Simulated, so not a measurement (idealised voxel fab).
The name of this process module is voxel wiring stack.
Square cell edge 5 nm, section width 270 nm, ID cut.
If you're reading a cross-section in this doc, picture square cells in a grid; it comes to you as bands, top ones listed first down to the bottom, and a band can be one or more rows of cells. Band entry format. Leading values: height of top, height of bottom, nm. Remainder: materials in left-to-right order, each with its width in nm. Special words: "edge to edge" on a single material, which then fills the band edge to edge; "blank", empty space. Measure heights from 0. That's the level where, below it, the as-received wafer is all one material. The lowest band is bottomless and extends downward; write it as in "0 -> down". Per-row width for "30->40": begins at first number (top row of band), ends at second number (bottom row), increment between rows held constant. Any step labelled "no alteration" changed none of the cells in the cross-section. "Closed void roster" means: voids of 8 cells or more that are shut off from the top with no open way through. Written width x height at distance, distance from the left edge, in nm. Where a step's line continues beyond its settings, the continuation is a remark by the simulator itself on that step. On any step carrying a mask, the "overlay nm" setting, if present on the step's line, tells how far right of its planned place the mask lay; negative values point to the left.
[Process steps (planned)]
1: RECEIVE [material Si]
2: CONFORMAL_DEP [material SiO2] [thk nm 10]
3: DIRECTIONAL_DEP [material TiN] [thk nm 5]
4: DIRECTIONAL_DEP [material W] [thk nm 15]
5: MASKED_ETCH [tone cover] [mask id METAL_1] [width nm 25] [pitch nm 40] [etch materials W] [depth nm 15] [overlay nm 0]
6: MASKED_ETCH [tone cover] [mask id METAL_1] [width nm 25] [pitch nm 40] [etch materials TiN] [depth nm 5] [overlay nm 0]
7: FILL_DEP [material lowk] [thk nm 10]
8: CMP [height nm 30]
9: CONFORMAL_DEP [material SiCN] [thk nm 5]
10: DIRECTIONAL_DEP [material SiO2] [thk nm 10]
11: DIRECTIONAL_DEP [material aC] [thk nm 15]
12: PATTERN [tone open] [mask id PLUG_1] [material resist] [width nm 15] [pitch nm 40] [thk nm 30] [overlay nm 0]
13: DIRECTIONAL_ETCH [etch materials aC] [depth nm 15]
14: STRIP [etch materials resist]
15: DIRECTIONAL_ETCH [etch materials SiO2] [depth nm 10]
16: DIRECTIONAL_ETCH [etch materials SiCN] [depth nm 5]
17: STRIP [etch materials aC]
18: CONFORMAL_DEP [material TiN] [thk nm 5]
19: FILL_DEP [material W] [thk nm 5]
20: CMP [height nm 45]
21: CONFORMAL_DEP [material SiCN] [thk nm 5]
22: DIRECTIONAL_DEP [material SiO2] [thk nm 15]
23: MASKED_ETCH [tone open] [mask id METAL_2] [width nm 25] [pitch nm 40] [etch materials SiO2] [depth nm 15] [overlay nm 0]
24: MASKED_ETCH [tone open] [mask id METAL_2] [width nm 25] [pitch nm 40] [etch materials SiCN] [depth nm 5] [overlay nm 0]
25: CONFORMAL_DEP [material TiN] [thk nm 5]
26: FILL_DEP [material Cu] [thk nm 5]
27: CMP [height nm 65]
28: CONFORMAL_DEP [material SiCN] [thk nm 5]
29: DIRECTIONAL_DEP [material lowk] [thk nm 35]
30: DIRECTIONAL_DEP [material aC] [thk nm 15]
31: PATTERN [tone open] [mask id METAL_3_HOLES] [material resist] [width nm 15] [pitch nm 40] [thk nm 30] [overlay nm 0]
32: DIRECTIONAL_ETCH [etch materials aC] [depth nm 15]
33: STRIP [etch materials resist]
34: DIRECTIONAL_ETCH [etch materials lowk] [depth nm 35]
35: STRIP [etch materials aC]
36: DIRECTIONAL_DEP [material aC] [thk nm 15]
37: PATTERN [tone open] [mask id METAL_3] [material resist] [width nm 25] [pitch nm 40] [thk nm 35] [overlay nm 0]
38: DIRECTIONAL_ETCH [etch materials aC] [depth nm 15]
39: STRIP [etch materials resist]
40: DIRECTIONAL_ETCH [etch materials lowk] [depth nm 20]
41: DIRECTIONAL_ETCH [etch materials SiCN] [depth nm 5]
42: STRIP [etch materials aC]
43: CONFORMAL_DEP [material TiN] [thk nm 5]
44: FILL_DEP [material Ru] [thk nm 5]
45: CMP [height nm 105]
46: CONFORMAL_DEP [material SiCN] [thk nm 5]
47: DIRECTIONAL_DEP [material SiO2] [thk nm 25]
48: PATTERN [tone open] [mask id METAL_4] [material resist] [width nm 25] [pitch nm 40] [thk nm 15] [overlay nm 0]
49: DIRECTIONAL_ETCH [etch materials SiO2] [depth nm 15]
50: STRIP [etch materials resist]
51: DIRECTIONAL_DEP [material aC] [thk nm 15]
52: PATTERN [tone open] [mask id METAL_4_HOLES] [material resist] [width nm 15] [pitch nm 80] [thk nm 35] [overlay nm 0]
53: DIRECTIONAL_ETCH [etch materials aC] [depth nm 15]
54: STRIP [etch materials resist]
55: DIRECTIONAL_ETCH [etch materials SiO2] [depth nm 10]
56: DIRECTIONAL_ETCH [etch materials SiCN] [depth nm 5]
57: STRIP [etch materials aC]
58: CONFORMAL_DEP [material TiN] [thk nm 5]
59: FILL_DEP [material Ru] [thk nm 5]
60: CMP [height nm 135]
61: CONFORMAL_DEP [material SiN] [thk nm 5]
[As-received wafer cross-section (after step 1)]
	0 -> down | Si edge to edge
	Closed void roster: none
[Here's the wafer cut in cross-section after the module, started and planned just like above, except one thing was done wrong in the run]
	140 -> 135 | SiN edge to edge
	135 -> 125 | SiO2: 80, then TiN: 5, then Ru: 15, then TiN: 5, then SiO2: 15, then TiN: 5, then Ru: 15, then TiN: 5, then SiO2: 15, then TiN: 5, then Ru: 15, then TiN: 5, then SiO2: 85
	125 -> 120 | SiO2: 80, then TiN: 5, then Ru: 5, then TiN: 15, then SiO2: 15, then TiN: 25, then SiO2: 15, then TiN: 5, then Ru: 5, then TiN: 15, then SiO2: 85
	120 -> 110 | SiO2: 80, then TiN: 5, then Ru: 5, then TiN: 5, then SiO2: 65, then TiN: 5, then Ru: 5, then TiN: 5, then SiO2: 95
	110 -> 105 | SiCN: 80, then TiN: 15, then SiCN: 65, then TiN: 15, then SiCN: 95
	105 -> 90 | lowk: 80, then TiN: 5, then Ru: 15, then TiN: 5, then lowk: 15, then TiN: 5, then Ru: 15, then TiN: 5, then lowk: 15, then TiN: 5, then Ru: 15, then TiN: 5, then lowk: 85
	90 -> 85 | lowk: 80, then TiN: 5, then Ru: 5, then TiN: 15, then lowk: 15, then TiN: 5, then Ru: 5, then TiN: 15, then lowk: 15, then TiN: 5, then Ru: 5, then TiN: 15, then lowk: 85
	85 -> 70 | lowk: 80, then TiN: 5, then Ru: 5, then TiN: 5, then lowk: 25, then TiN: 5, then Ru: 5, then TiN: 5, then lowk: 25, then TiN: 5, then Ru: 5, then TiN: 5, then lowk: 95
	70 -> 65 | SiCN: 80, then TiN: 15, then SiCN: 25, then TiN: 15, then SiCN: 25, then TiN: 15, then SiCN: 95
	65 -> 50 | SiO2: 80, then TiN: 5, then Cu: 15, then TiN: 5, then SiO2: 15, then TiN: 5, then Cu: 15, then TiN: 5, then SiO2: 15, then TiN: 5, then Cu: 15, then TiN: 5, then SiO2: 85
	50 -> 45 | SiCN: 80, then TiN: 25, then SiCN: 15, then TiN: 25, then SiCN: 15, then TiN: 25, then SiCN: 85
	45 -> 35 | SiO2: 80, then TiN: 5, then W: 5, then TiN: 5, then SiO2: 25, then TiN: 5, then W: 5, then TiN: 5, then SiO2: 25, then TiN: 5, then W: 5, then TiN: 5, then SiO2: 95
	35 -> 30 | SiCN: 80, then TiN: 15, then SiCN: 25, then TiN: 15, then SiCN: 25, then TiN: 15, then SiCN: 95
	30 -> 15 | lowk: 80, then W: 25, then lowk: 15, then W: 25, then lowk: 15, then W: 25, then lowk: 85
	15 -> 10 | lowk: 80, then TiN: 25, then lowk: 15, then TiN: 25, then lowk: 15, then TiN: 25, then lowk: 85
	10 -> 0 | aC edge to edge
	0 -> down | Si edge to edge
	Closed void roster: none
Misprocessing identified: step 2 did not happen as planned, as run it was CONFORMAL_DEP [material aC] [thk nm 10]
